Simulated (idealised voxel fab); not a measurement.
Process module in this document: voxel transistor to metal
Cross-sectional view cut (width: 210 nm; square cell size: 5 nm).
Cross-section = grid of square cells, listed top down in bands; band = one or more rows. Band: top height; bottom height; in nm. Then, left to right: material with width in nm, for each material. "full width": a single material spanning edge to edge. "blank": empty space. Measure heights from 0. That's the level where, below it, the as-received wafer is all one material. The lowest band is bottomless and extends downward; write it as in "0 -> down". Think of "30..40" as a width that walks from the first number to the second as you go down the band, top row to bottom row, taking equal-sized steps from row to row. Where a step carries "no change", the cross-section came out of it unchanged, cell for cell. Under "closed voids" you'll find the enclosed gaps, the ones with no way out to the top, that are 8 cells or bigger; each reads width x height at distance, with distance counted from the left edge, everything in nm. The remark found on a step's line after its settings is issued by the simulator itself and pertains to that step. "overlay nm" on a masked step: distance the mask lay right of its planned place, negative for left.
-- Steps in the process plan
- 1: RECEIVE: material Si
- 2: OXIDIZE: depth nm 5
- 3: CONFORMAL_DEP: material SiN, thk nm 10
- 4: DIRECTIONAL_DEP: material aC, thk nm 10
- 5: PATTERN: tone cover, mask id ACTIVE, material resist, width nm 120, thk nm 25, overlay nm 0
- 6: DIRECTIONAL_ETCH: etch materials aC, depth nm 10
- 7: STRIP: etch materials resist
- 8: DIRECTIONAL_ETCH: etch materials SiN, depth nm 10
- 9: DIRECTIONAL_ETCH: etch materials SiO2, depth nm 5
- 10: DIRECTIONAL_ETCH: etch materials Si, depth nm 30
- 11: STRIP: etch materials aC
- 12: OXIDIZE: depth nm 5
- 13: FILL_DEP: material SiO2, thk nm 5
- 14: CMP: height nm 10
- 15: SELECTIVE_ETCH: etch materials SiO2, depth nm 5
- 16: STRIP: etch materials SiN
- 17: SELECTIVE_ETCH: etch materials SiO2, depth nm 5
- 18: OXIDIZE: depth nm 5
- 19: DIRECTIONAL_DEP: material polySi, thk nm 20
- 20: DIRECTIONAL_DEP: material SiCN, thk nm 10
- 21: DIRECTIONAL_DEP: material aC, thk nm 10
- 22: PATTERN: tone cover, mask id GATE, material resist, width nm 30, thk nm 30, overlay nm 0
- 23: DIRECTIONAL_ETCH: etch materials aC, depth nm 10
- 24: STRIP: etch materials resist
- 25: DIRECTIONAL_ETCH: etch materials SiCN, depth nm 20
- 26: DIRECTIONAL_ETCH: etch materials polySi, depth nm 30
- 27: STRIP: etch materials aC
- 28: CONFORMAL_DEP: material SiO2, thk nm 5
- 29: DIRECTIONAL_ETCH: etch materials SiO2, depth nm 5
- 30: CONFORMAL_DEP: material SiN, thk nm 10
- 31: DIRECTIONAL_ETCH: etch materials SiN, depth nm 10
- 32: DIRECTIONAL_ETCH: etch materials SiO2, depth nm 5
- 33: DIRECTIONAL_ETCH: etch materials Si, depth nm 5
- 34: EPI: material pSi, thk nm 10
- 35: FILL_DEP: material SiO2, thk nm 10
- 36: CMP: height nm 15
- 37: STRIP: etch materials polySi
- 38: SELECTIVE_ETCH: etch materials SiO2, depth nm 5
- 39: CONFORMAL_DEP: material HfO2, thk nm 5
- 40: CONFORMAL_DEP: material TiN, thk nm 5
- 41: FILL_DEP: material W, thk nm 10
- 42: CMP: height nm 10
- 43: DIRECTIONAL_DEP: material SiO2, thk nm 15
- 44: DIRECTIONAL_DEP: material aC, thk nm 15
- 45: PATTERN: tone open, mask id CONTACT, material resist, width nm 15, pitch nm 85, thk nm 35, overlay nm 0
- 46: DIRECTIONAL_ETCH: etch materials aC, depth nm 15
- 47: STRIP: etch materials resist
- 48: DIRECTIONAL_ETCH: etch materials SiO2, depth nm 25
- 49: STRIP: etch materials aC
- 50: CONFORMAL_DEP: material TiN, thk nm 5
- 51: FILL_DEP: material W, thk nm 10
- 52: CMP: height nm 25
- 53: CONFORMAL_DEP: material SiN, thk nm 5
- 54: DIRECTIONAL_DEP: material SiO2, thk nm 20
- 55: MASKED_ETCH: tone open, mask id METAL_1, width nm 15, pitch nm 85, etch materials SiO2, depth nm 20, overlay nm 0
- 56: MASKED_ETCH: tone open, mask id METAL_1, width nm 15, pitch nm 85, etch materials SiN, depth nm 5, overlay nm 0
- 57: CONFORMAL_DEP: material TiN, thk nm 5
- 58: FILL_DEP: material Cu, thk nm 10
- 59: CMP: height nm 50
- 60: CONFORMAL_DEP: material SiCN, thk nm 5
- 61: DIRECTIONAL_DEP: material SiO2, thk nm 25
- 62: DIRECTIONAL_DEP: material aC, thk nm 10
- 63: PATTERN: tone open, mask id METAL_2, material resist, width nm 15, pitch nm 85, thk nm 30, overlay nm 0
- 64: DIRECTIONAL_ETCH: etch materials aC, depth nm 10
- 65: STRIP: etch materials resist
- 66: DIRECTIONAL_ETCH: etch materials SiO2, depth nm 15
- 67: STRIP: etch materials aC
- 68: PATTERN: tone open, mask id METAL_2_HOLES, material resist, width nm 15, pitch nm 85, thk nm 15, overlay nm 0
- 69: DIRECTIONAL_ETCH: etch materials SiO2, depth nm 10
- 70: DIRECTIONAL_ETCH: etch materials SiCN, depth nm 5
- 71: STRIP: etch materials resist
- 72: CONFORMAL_DEP: material TiN, thk nm 5
- 73: FILL_DEP: material Cu, thk nm 5
- 74: CMP: height nm 80
- 75: CONFORMAL_DEP: material SiN, thk nm 5
-- Cross-section of the wafer upon arrival, representing the state reached after step 1
0 -> down = Si full width
closed voids: none
-- The first of two wafers, cross-sectioned at the end of the module, with the run proceeding as planned
85 -> 80 = SiN full width
80 -> 55 = 55 nm SiO2 | 5 nm TiN | 5 nm Cu | 5 nm TiN | 70 nm SiO2 | 5 nm TiN | 5 nm Cu | 5 nm TiN | 55 nm SiO2
55 -> 50 = 55 nm SiCN | 15 nm TiN | 70 nm SiCN | 15 nm TiN | 55 nm SiCN
50 -> 30 = 55 nm SiO2 | 5 nm TiN | 5 nm Cu | 5 nm TiN | 70 nm SiO2 | 5 nm TiN | 5 nm Cu | 5 nm TiN | 55 nm SiO2
30 -> 25 = 55 nm SiN | 15 nm TiN | 70 nm SiN | 15 nm TiN | 55 nm SiN
25 -> 10 = 55 nm SiO2 | 5 nm TiN | 5 nm W | 5 nm TiN | 70 nm SiO2 | 5 nm TiN | 5 nm W | 5 nm TiN | 55 nm SiO2
10 -> 5 = 55 nm SiO2 | 5 nm TiN | 5 nm W | 5 nm TiN | 5 nm SiO2 | 10 nm SiN | 5 nm HfO2 | 5 nm TiN | 20 nm W | 5 nm TiN | 5 nm HfO2 | 10 nm SiN | 5 nm SiO2 | 5 nm TiN | 5 nm W | 5 nm TiN | 55 nm SiO2
5 -> 0 = 55 nm SiO2 | 15 nm TiN | 5 nm SiO2 | 10 nm SiN | 5 nm HfO2 | 5 nm TiN | 20 nm W | 5 nm TiN | 5 nm HfO2 | 10 nm SiN | 5 nm SiO2 | 15 nm TiN | 55 nm SiO2
0 -> -5 = 45 nm SiO2 | 10 nm SiN | 20 nm pSi | 10 nm SiN | 5 nm HfO2 | 30 nm TiN | 5 nm HfO2 | 10 nm SiN | 20 nm pSi | 10 nm SiN | 45 nm SiO2
-5 -> -10 = 55 nm SiO2 | 20 nm pSi | 10 nm SiO2 | 40 nm HfO2 | 10 nm SiO2 | 20 nm pSi | 55 nm SiO2
-10 -> -15 = 50 nm SiO2 | 5 nm Si | 20 nm pSi | 60 nm Si | 20 nm pSi | 5 nm Si | 50 nm SiO2
-15 -> -40 = 50 nm SiO2 | 110 nm Si | 50 nm SiO2
-40 -> down = Si full width
closed voids: none
-- Second wafer through the module, sectioned at the end: same beginning and same plan as the first wafer, with one mistake in carrying it out
85 -> 80 = SiN full width
80 -> 60 = 55 nm SiO2 | 5 nm TiN | 5 nm Cu | 5 nm TiN | 70 nm SiO2 | 5 nm TiN | 5 nm Cu | 5 nm TiN | 55 nm SiO2
60 -> 55 = 55 nm SiCN | 15 nm TiN | 70 nm SiCN | 15 nm TiN | 55 nm SiCN
55 -> 50 = 60 nm TiN | 5 nm Cu | 80 nm TiN | 5 nm Cu | 60 nm TiN
50 -> 30 = 55 nm SiO2 | 5 nm TiN | 5 nm Cu | 5 nm TiN | 70 nm SiO2 | 5 nm TiN | 5 nm Cu | 5 nm TiN | 55 nm SiO2
30 -> 25 = 55 nm SiN | 15 nm TiN | 70 nm SiN | 15 nm TiN | 55 nm SiN
25 -> 10 = 55 nm SiO2 | 5 nm TiN | 5 nm W | 5 nm TiN | 70 nm SiO2 | 5 nm TiN | 5 nm W | 5 nm TiN | 55 nm SiO2
10 -> 5 = 55 nm SiO2 | 5 nm TiN | 5 nm W | 5 nm TiN | 5 nm SiO2 | 10 nm SiN | 5 nm HfO2 | 5 nm TiN | 20 nm W | 5 nm TiN | 5 nm HfO2 | 10 nm SiN | 5 nm SiO2 | 5 nm TiN | 5 nm W | 5 nm TiN | 55 nm SiO2
5 -> 0 = 55 nm SiO2 | 15 nm TiN | 5 nm SiO2 | 10 nm SiN | 5 nm HfO2 | 5 nm TiN | 20 nm W | 5 nm TiN | 5 nm HfO2 | 10 nm SiN | 5 nm SiO2 | 15 nm TiN | 55 nm SiO2
0 -> -5 = 45 nm SiO2 | 10 nm SiN | 20 nm pSi | 10 nm SiN | 5 nm HfO2 | 30 nm TiN | 5 nm HfO2 | 10 nm SiN | 20 nm pSi | 10 nm SiN | 45 nm SiO2
-5 -> -10 = 55 nm SiO2 | 20 nm pSi | 10 nm SiO2 | 40 nm HfO2 | 10 nm SiO2 | 20 nm pSi | 55 nm SiO2
-10 -> -15 = 50 nm SiO2 | 5 nm Si | 20 nm pSi | 60 nm Si | 20 nm pSi | 5 nm Si | 50 nm SiO2
-15 -> -40 = 50 nm SiO2 | 110 nm Si | 50 nm SiO2
-40 -> down = Si full width
closed voids: none
Where did the run depart from the plan? the process deviated at step 59: the operation and settings actually run there were CMP: height nm 55
FYI, end of process, the second wafer has more or fewer cells of some materials than the first: SiO2 -36 | TiN +36
